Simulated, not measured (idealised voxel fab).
Documented hereafter: the process module known as voxel self aligned vias.
It is cross-section cut that appears here, measuring 180 nm in width, its square cells being 5 nm in size.
In this document a cross-section is written as a grid of square cells. It is given as a series of bands, listed from the top down, and a band is one or more rows of cells. Top height, bottom height, nm. Materials left to right, width each, nm. Single material + "everywhere" = fills band edge to edge. "blank" = empty. Basically, 0 is our baseline, since under it the wafer straight out of the box is all one material. The bottom band has no lower end and keeps on going down, so it looks like "0 down". Quick explanation for "30->40": the width changes in equal steps down the rows of cells, from the first number in the band's top row to the second number in its bottom row. For the purposes of this document, the phrase "no alteration" attached to a step denotes that no cell within the cross-section was modified by that step. "Enclosed void listing" means: voids of 8 cells or more that are shut off from the top with no open way through. Written width x height at distance, distance from the left edge, in nm. Note: text after step settings on the step line = simulator remark on that step. overlay nm: step with mask; distance mask lay right of planned place; negative value = left of planned place.
Listed below are the process steps as planned
1: RECEIVE | material Si
2: CONFORMAL_DEP | material SiO2 | thk nm 10
3: CONFORMAL_DEP | material SiCN | thk nm 5
4: DIRECTIONAL_DEP | material lowk | thk nm 20
5: MASKED_ETCH | tone open | mask id LINES | width nm 25 | pitch nm 65 | etch materials lowk | depth nm 20 | overlay nm 0
6: CONFORMAL_DEP | material TiN | thk nm 5
7: FILL_DEP | material W | thk nm 5
8: CMP | height nm 35
9: SELECTIVE_ETCH | etch materials W Ru TiN | depth nm 10
10: FILL_DEP | material SiN | thk nm 5
11: CMP | height nm 35
12: DIRECTIONAL_DEP | material lowk | thk nm 15
13: MASKED_ETCH | tone open | mask id VIAS | width nm 35 | etch materials lowk | depth nm 15 | overlay nm 0
14: MASKED_ETCH | tone open | mask id VIAS | width nm 35 | etch materials SiN | depth nm 10 | overlay nm 0
15: CONFORMAL_DEP | material TiN | thk nm 5
16: FILL_DEP | material W | thk nm 5
17: CMP | height nm 50
18: CONFORMAL_DEP | material SiN | thk nm 5
Cross-section of the wafer at receipt, which is the condition after step 1
  0 down  Si everywhere
  Enclosed void listing: none
Module complete - cross-section of the first of two wafers, run according to plan
  55 to 50  SiN everywhere
  50 to 40  40 nm lowk, 5 nm TiN, 25 nm W, 5 nm TiN, 105 nm lowk
  40 to 35  40 nm lowk, 10 nm TiN, 15 nm W, 10 nm TiN, 105 nm lowk
  35 to 30  45 nm lowk, 5 nm TiN, 15 nm W, 5 nm TiN, 40 nm lowk, 25 nm SiN, 45 nm lowk
  30 to 25  45 nm lowk, 25 nm TiN, 40 nm lowk, 25 nm SiN, 45 nm lowk
  25 to 20  45 nm lowk, 5 nm TiN, 15 nm W, 5 nm TiN, 40 nm lowk, 5 nm TiN, 15 nm W, 5 nm TiN, 45 nm lowk
  20 to 15  45 nm lowk, 25 nm TiN, 40 nm lowk, 25 nm TiN, 45 nm lowk
  15 to 10  SiCN everywhere
  10 to 0  SiO2 everywhere
  0 down  Si everywhere
  Enclosed void listing: none
This cross-section belongs to the second wafer of two at the end of the module; the start and the plan were shared with the first, and the run included one mistake
  55 to 50  SiN everywhere
  50 to 40  40 nm lowk, 5 nm TiN, 25 nm W, 5 nm TiN, 105 nm lowk
  40 to 35  40 nm lowk, 10 nm TiN, 15 nm W, 10 nm TiN, 105 nm lowk
  35 to 30  45 nm lowk, 5 nm TiN, 15 nm W, 5 nm TiN, 40 nm lowk, 25 nm SiN, 45 nm lowk
  30 to 25  45 nm lowk, 25 nm TiN, 40 nm lowk, 25 nm SiN, 45 nm lowk
  25 to 20  45 nm lowk, 5 nm TiN, 15 nm W, 5 nm TiN, 40 nm lowk, 5 nm TiN, 15 nm W, 5 nm TiN, 45 nm lowk
  20 to 15  45 nm lowk, 25 nm TiN, 40 nm lowk, 25 nm TiN, 45 nm lowk
  15 to 10  SiCN everywhere
  10 to 0  W everywhere
  0 down  Si everywhere
  Enclosed void listing: none
It is concluded that the wafer was processed incorrectly with respect to the plan, in that planned and actual differ for step 2; actual: CONFORMAL_DEP | material W | thk nm 10
Final tally in cells, some materials are higher or lower on the second wafer than on the first: SiO2: 72 fewer | W: 72 more
